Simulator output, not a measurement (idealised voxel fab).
process module | voxel self aligned vias
cross-section cut | 165 nm wide | cells 5 nm
A cross-section is a grid of square cells, given in bands from the top down. A band is one or more rows of cells.
Each band's line starts with the height of the band's top and of its bottom, in nm. Then come its materials from left to right, each with its width in nm. One material with "throughout" fills the band from edge to edge. "air" is empty space.
Height 0 is the level under which the wafer as received is all one material. The lowest band goes on downwards, as in "0 down".
A width such as "30 to 40" changes by the same amount from each row of cells to the next, from the band's top row to its bottom row.
"no change" after a step means that no cell of the cross-section changed.
closed voids: empty space of 8 cells or more with no open way to the top, each as width x height at its distance from the left edge, in nm
after a step's settings: what the simulator itself notes on the step
overlay nm, on a step with a mask: how far to the right of its planned place the mask lay; to the left if negative
plan
1 op RECEIVE | material Si
2 op CONFORMAL_DEP | material SiO2 | thk nm 15
3 op CONFORMAL_DEP | material SiCN | thk nm 5
4 op DIRECTIONAL_DEP | material SiO2 | thk nm 30
5 op PATTERN | tone open | mask id LINES | material resist | width nm 25 | pitch nm 75 | thk nm 20 | overlay nm 0
6 op DIRECTIONAL_ETCH | etch materials SiO2 | depth nm 30
7 op STRIP | etch materials resist
8 op CONFORMAL_DEP | material TiN | thk nm 5
9 op FILL_DEP | material Ru | thk nm 5
10 op CMP | height nm 50
11 op SELECTIVE_ETCH | etch materials W Ru TiN | depth nm 5
12 op FILL_DEP | material SiN | thk nm 5
13 op CMP | height nm 50
14 op DIRECTIONAL_DEP | material SiO2 | thk nm 20
15 op PATTERN | tone open | mask id VIAS | material resist | width nm 45 | pitch nm 75 | thk nm 20 | overlay nm 0
16 op DIRECTIONAL_ETCH | etch materials SiO2 | depth nm 20
17 op DIRECTIONAL_ETCH | etch materials SiN | depth nm 5
18 op STRIP | etch materials resist
19 op CONFORMAL_DEP | material TiN | thk nm 5
20 op FILL_DEP | material Cu | thk nm 10
21 op CMP | height nm 70
22 op CONFORMAL_DEP | material SiN | thk nm 5
first wafer, as planned
as received, after step 1
  0 down: Si throughout
  closed voids: none
after step 2
  15 to 0: SiO2 throughout
  below 0: unchanged
after step 3
  20 to 15: SiCN throughout
  below 15: unchanged
after step 4
  50 to 20: SiO2 throughout
  below 20: unchanged
after step 5
  70 to 50: resist 30 | air 25 | resist 50 | air 25 | resist 35
  below 50: unchanged
after step 6
  70 to 50: resist 30 | air 25 | resist 50 | air 25 | resist 35
  50 to 20: SiO2 30 | air 25 | SiO2 50 | air 25 | SiO2 35
  below 20: unchanged
after step 7
  50 to 20: SiO2 30 | air 25 | SiO2 50 | air 25 | SiO2 35
  below 20: unchanged
after step 8
  55 to 50: TiN 35 | air 15 | TiN 60 | air 15 | TiN 40
  50 to 25: SiO2 30 | TiN 5 | air 15 | TiN 5 | SiO2 50 | TiN 5 | air 15 | TiN 5 | SiO2 35
  25 to 20: SiO2 30 | TiN 25 | SiO2 50 | TiN 25 | SiO2 35
  below 20: unchanged
after step 9
  60 to 55: Ru throughout
  55 to 50: TiN 35 | Ru 15 | TiN 60 | Ru 15 | TiN 40
  50 to 25: SiO2 30 | TiN 5 | Ru 15 | TiN 5 | SiO2 50 | TiN 5 | Ru 15 | TiN 5 | SiO2 35
  below 25: unchanged
after step 10
  50 to 25: SiO2 30 | TiN 5 | Ru 15 | TiN 5 | SiO2 50 | TiN 5 | Ru 15 | TiN 5 | SiO2 35
  below 25: unchanged
after step 11
  50 to 45: SiO2 30 | air 25 | SiO2 50 | air 25 | SiO2 35
  below 45: unchanged
after step 12
  55 to 50: SiN throughout
  50 to 45: SiO2 30 | SiN 25 | SiO2 50 | SiN 25 | SiO2 35
  below 45: unchanged
after step 13
  50 to 45: SiO2 30 | SiN 25 | SiO2 50 | SiN 25 | SiO2 35
  below 45: unchanged
after step 14
  70 to 50: SiO2 throughout
  below 50: unchanged
after step 15
  90 to 70: resist 20 | air 45 | resist 30 | air 45 | resist 25
  below 70: unchanged
after step 16
  90 to 70: resist 20 | air 45 | resist 30 | air 45 | resist 25
  70 to 50: SiO2 20 | air 45 | SiO2 30 | air 45 | SiO2 25
  below 50: unchanged
after step 17
  90 to 70: resist 20 | air 45 | resist 30 | air 45 | resist 25
  70 to 50: SiO2 20 | air 45 | SiO2 30 | air 45 | SiO2 25
  50 to 45: SiO2 30 | air 25 | SiO2 50 | air 25 | SiO2 35
  below 45: unchanged
after step 18
  70 to 50: SiO2 20 | air 45 | SiO2 30 | air 45 | SiO2 25
  below 50: unchanged
after step 19
  75 to 70: TiN 25 | air 35 | TiN 40 | air 35 | TiN 30
  70 to 55: SiO2 20 | TiN 5 | air 35 | TiN 5 | SiO2 30 | TiN 5 | air 35 | TiN 5 | SiO2 25
  55 to 50: SiO2 20 | TiN 15 | air 15 | TiN 15 | SiO2 30 | TiN 15 | air 15 | TiN 15 | SiO2 25
  50 to 45: SiO2 30 | TiN 25 | SiO2 50 | TiN 25 | SiO2 35
  below 45: unchanged
after step 20
  85 to 75: Cu throughout
  75 to 70: TiN 25 | Cu 35 | TiN 40 | Cu 35 | TiN 30
  70 to 55: SiO2 20 | TiN 5 | Cu 35 | TiN 5 | SiO2 30 | TiN 5 | Cu 35 | TiN 5 | SiO2 25
  55 to 50: SiO2 20 | TiN 15 | Cu 15 | TiN 15 | SiO2 30 | TiN 15 | Cu 15 | TiN 15 | SiO2 25
  below 50: unchanged
after step 21
  70 to 55: SiO2 20 | TiN 5 | Cu 35 | TiN 5 | SiO2 30 | TiN 5 | Cu 35 | TiN 5 | SiO2 25
  below 55: unchanged
after step 22
  75 to 70: SiN throughout
  below 70: unchanged
second wafer: like start, like plan, one mistake. Through step 4 it matches the first wafer
when step 5 should have ended
  70 to 50: resist 30 | air 30 | resist 45 | air 30 | resist 30
  below 50: unchanged
when step 6 should have ended
  70 to 50: resist 30 | air 30 | resist 45 | air 30 | resist 30
  50 to 20: SiO2 30 | air 30 | SiO2 45 | air 30 | SiO2 30
  below 20: unchanged
when step 7 should have ended
  50 to 20: SiO2 30 | air 30 | SiO2 45 | air 30 | SiO2 30
  below 20: unchanged
when step 8 should have ended
  55 to 50: TiN 35 | air 20 | TiN 55 | air 20 | TiN 35
  50 to 25: SiO2 30 | TiN 5 | air 20 | TiN 5 | SiO2 45 | TiN 5 | air 20 | TiN 5 | SiO2 30
  25 to 20: SiO2 30 | TiN 30 | SiO2 45 | TiN 30 | SiO2 30
  below 20: unchanged
when step 9 should have ended
  60 to 55: Ru throughout
  55 to 50: TiN 35 | Ru 20 | TiN 55 | Ru 20 | TiN 35
  50 to 25: SiO2 30 | TiN 5 | Ru 20 | TiN 5 | SiO2 45 | TiN 5 | Ru 20 | TiN 5 | SiO2 30
  below 25: unchanged
when step 10 should have ended
  50 to 25: SiO2 30 | TiN 5 | Ru 20 | TiN 5 | SiO2 45 | TiN 5 | Ru 20 | TiN 5 | SiO2 30
  below 25: unchanged
when step 11 should have ended
  50 to 45: SiO2 30 | air 30 | SiO2 45 | air 30 | SiO2 30
  below 45: unchanged
when step 12 should have ended
  55 to 50: SiN throughout
  50 to 45: SiO2 30 | SiN 30 | SiO2 45 | SiN 30 | SiO2 30
  below 45: unchanged
when step 13 should have ended
  50 to 45: SiO2 30 | SiN 30 | SiO2 45 | SiN 30 | SiO2 30
  below 45: unchanged
when step 14 should have ended
  70 to 50: SiO2 throughout
  below 50: unchanged
when step 15 should have ended
  90 to 70: resist 20 | air 45 | resist 30 | air 45 | resist 25
  below 70: unchanged
when step 16 should have ended
  90 to 70: resist 20 | air 45 | resist 30 | air 45 | resist 25
  70 to 50: SiO2 20 | air 45 | SiO2 30 | air 45 | SiO2 25
  below 50: unchanged
when step 17 should have ended
  90 to 70: resist 20 | air 45 | resist 30 | air 45 | resist 25
  70 to 50: SiO2 20 | air 45 | SiO2 30 | air 45 | SiO2 25
  50 to 45: SiO2 30 | air 30 | SiO2 45 | air 30 | SiO2 30
  below 45: unchanged
when step 18 should have ended
  70 to 50: SiO2 20 | air 45 | SiO2 30 | air 45 | SiO2 25
  below 50: unchanged
when step 19 should have ended
  75 to 70: TiN 25 | air 35 | TiN 40 | air 35 | TiN 30
  70 to 55: SiO2 20 | TiN 5 | air 35 | TiN 5 | SiO2 30 | TiN 5 | air 35 | TiN 5 | SiO2 25
  55 to 50: SiO2 20 | TiN 15 | air 20 | TiN 10 | SiO2 30 | TiN 15 | air 20 | TiN 10 | SiO2 25
  50 to 45: SiO2 30 | TiN 30 | SiO2 45 | TiN 30 | SiO2 30
  below 45: unchanged
when step 20 should have ended
  85 to 75: Cu throughout
  75 to 70: TiN 25 | Cu 35 | TiN 40 | Cu 35 | TiN 30
  70 to 55: SiO2 20 | TiN 5 | Cu 35 | TiN 5 | SiO2 30 | TiN 5 | Cu 35 | TiN 5 | SiO2 25
  55 to 50: SiO2 20 | TiN 15 | Cu 20 | TiN 10 | SiO2 30 | TiN 15 | Cu 20 | TiN 10 | SiO2 25
  below 50: unchanged
when step 21 should have ended
  70 to 55: SiO2 20 | TiN 5 | Cu 35 | TiN 5 | SiO2 30 | TiN 5 | Cu 35 | TiN 5 | SiO2 25
  below 55: unchanged
when step 22 should have ended
  75 to 70: SiN throughout
  below 70: unchanged
what went wrong: step 5 ran as: op PATTERN | tone open | mask id LINES | material resist | width nm 30 | pitch nm 75 | thk nm 20 | overlay nm 0
at the end the second wafer has, in cells: 2 more of Cu | 8 more of Ru | 12 fewer of SiO2 | 2 more of TiN
